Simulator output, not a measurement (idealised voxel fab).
This is a process module. Its name is voxel gate over fins.
Square cell edge 5 nm, section width 300 nm, ID cut.
This document writes a cross-section as a grid whose cells are square, and gives it as bands, listed from the top down; one or more rows of cells form a band.
What a band's entry tells you: where the top is and where the bottom is, as heights in nm, and after that what lies inside, material by material from left to right, each with its width in nm. Empty space is written as the word "air", and a single material marked with the word "throughout" occupies the band from edge to edge.
Height 0 is the level under which the wafer as received is all one material. The lowest band goes on downwards, as in "0 -> down".
When a width is written as two numbers, as in "30->40", the first number is the width in the top row of cells of the band and the second is the width in its bottom row, and the width changes by the same amount from each row to the next.
"changes: none" for a step: no cell of the cross-section changed in that step.
The label "Sealed-off cavities" introduces a list of the empty spaces, 8 cells or larger, that have no open way up to the top; each entry in it reads width x height at distance, where the distance is taken from the left edge and all three are stated in nm.
Anything after a step's settings on that line? It's the simulator's own note about the step.
You can add "overlay nm" to a step's line. For a step with a mask, it describes how far the mask lay to the right of its planned position, and a negative number describes a lay to the left.
BELOW IS THE LIST OF PLANNED PROCESS STEPS
step 1: RECEIVE with material Si
step 2: CONFORMAL_DEP with material SiN, thk nm 5
step 3: MASKED_ETCH with tone cover, mask id FINS, width nm 15, pitch nm 40, etch materials SiN, depth nm 5, overlay nm 0
step 4: MASKED_ETCH with tone cover, mask id FINS, width nm 15, pitch nm 40, etch materials Si, depth nm 40, overlay nm 0
step 5: OXIDIZE with depth nm 5
step 6: FILL_DEP with material SiO2, thk nm 15
step 7: CMP with height nm 5
step 8: SELECTIVE_ETCH with etch materials SiO2, depth nm 20
step 9: STRIP with etch materials SiN
step 10: CONFORMAL_DEP with material HfO2, thk nm 5
step 11: CONFORMAL_DEP with material TiN, thk nm 5
step 12: FILL_DEP with material W, thk nm 15
step 13: CMP with height nm 20
step 14: CONFORMAL_DEP with material SiN, thk nm 5
HERE'S WHAT THE WAFER LOOKED LIKE IN CROSS-SECTION WHEN IT ARRIVED - THAT'S AFTER STEP 1
- 0 -> down = Si throughout
- Sealed-off cavities: none
CROSS-SECTION AT MODULE END, ONE RUN ERROR; START AND PLAN UNCHANGED FROM ABOVE
- 25 -> 20 = SiN throughout
- 20 -> 10 = W throughout
- 10 -> 5 = W=95, TiN=25, W=15, TiN=25, W=15, TiN=25, W=100
- 5 -> 0 = W=95, TiN=5, HfO2=15, TiN=5, W=15, TiN=5, HfO2=15, TiN=5, W=15, TiN=5, HfO2=15, TiN=5, W=100
- 0 -> -5 = W=95, TiN=5, HfO2=5, Si=5, HfO2=5, TiN=5, W=15, TiN=5, HfO2=5, Si=5, HfO2=5, TiN=5, W=15, TiN=5, HfO2=5, Si=5, HfO2=5, TiN=5, W=100
- -5 -> -10 = TiN=100, HfO2=5, Si=5, HfO2=5, TiN=25, HfO2=5, Si=5, HfO2=5, TiN=25, HfO2=5, Si=5, HfO2=5, TiN=105
- -10 -> -15 = HfO2=105, Si=5, HfO2=35, Si=5, HfO2=35, Si=5, HfO2=110
- -15 -> -50 = SiO2=105, Si=5, SiO2=35, Si=5, SiO2=35, Si=5, SiO2=110
- -50 -> down = Si throughout
- Sealed-off cavities: none
Against the plan, the run slipped here: step 4 off recipe, ran as MASKED_ETCH with tone cover, mask id FINS, width nm 15, pitch nm 40, etch materials Si, depth nm 45, overlay nm 0
